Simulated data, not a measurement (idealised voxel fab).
The following is a process module called voxel fin reveal.
Cross-section cut spans 185 nm and uses square cells 5 nm in size.
Notation: cross-section as square-cell grid; stated in bands, top first, going down; one or more cell rows per band.
The band entry comprises the height of the band's top followed by the height of its bottom, expressed in nm, and subsequently the band's materials from left to right, each stated together with its width in nm. Where a single material is marked with the word "throughout", that material fills the band from edge to edge. The word "air" represents empty space.
Note: height 0 marks the level under which the wafer is uniformly one material as received. Lowest band unbounded below, written "z 0 and below".
A two-number width, for instance "30 to 40", indicates that the width is equal to the first number in the top row of the band and to the second number in the bottom row, and that it changes by a constant amount per row of cells.
Reading "nothing different" for a step: not a cell of the cross-section changed in it.
For the entry "Enclosed cavities", the listed items are empty spaces with no open way to the top whose size is 8 cells or more; each item follows the pattern width x height at distance, where distance is from the left edge and all three are in nm.
Read whatever lies past the settings on a step's line as the simulator's own remark about the step.
overlay nm: step with mask; distance mask lay right of planned place; negative value = left of planned place.

Steps planned for the process
step 1: RECEIVE | material Si
step 2: CONFORMAL_DEP | material SiN | thk nm 5
step 3: PATTERN | tone cover | mask id FINS | material resist | width nm 15 | pitch nm 40 | thk nm 15 | overlay nm 0
step 4: DIRECTIONAL_ETCH | etch materials SiN | depth nm 5
step 5: DIRECTIONAL_ETCH | etch materials Si | depth nm 40
step 6: STRIP | etch materials resist
step 7: OXIDIZE | depth nm 5
step 8: FILL_DEP | material SiO2 | thk nm 5
step 9: CMP | height nm 5
step 10: SELECTIVE_ETCH | etch materials SiO2 | depth nm 35
step 11: STRIP | etch materials SiN

Wafer as received: cross-section following step 1
* z 0 and below  Si throughout
* Enclosed cavities: none

The first of two wafers, cross-sectioned at the end of the module, with the run proceeding as planned
* z 0 to -30  air 50 nm, Si 5 nm, air 35 nm, Si 5 nm, air 35 nm, Si 5 nm, air 50 nm
* z -30 to -45  SiO2 50 nm, Si 5 nm, SiO2 35 nm, Si 5 nm, SiO2 35 nm, Si 5 nm, SiO2 50 nm
* z -45 and below  Si throughout
* Enclosed cavities: none

second wafer at the end: like start, like plan, one mistake
* z 5 to 0  air 45 nm, SiN 15 nm, air 25 nm, SiN 15 nm, air 25 nm, SiN 15 nm, air 45 nm
* z 0 to -30  air 50 nm, Si 5 nm, air 35 nm, Si 5 nm, air 35 nm, Si 5 nm, air 50 nm
* z -30 to -45  SiO2 50 nm, Si 5 nm, SiO2 35 nm, Si 5 nm, SiO2 35 nm, Si 5 nm, SiO2 50 nm
* z -45 and below  Si throughout
* Enclosed cavities: none
Against the plan, the run slipped here: the plan's step 11 was left out and never carried out
Counted in cells at the end, the second wafer holds more or fewer of these materials than the first: 9 more of SiN
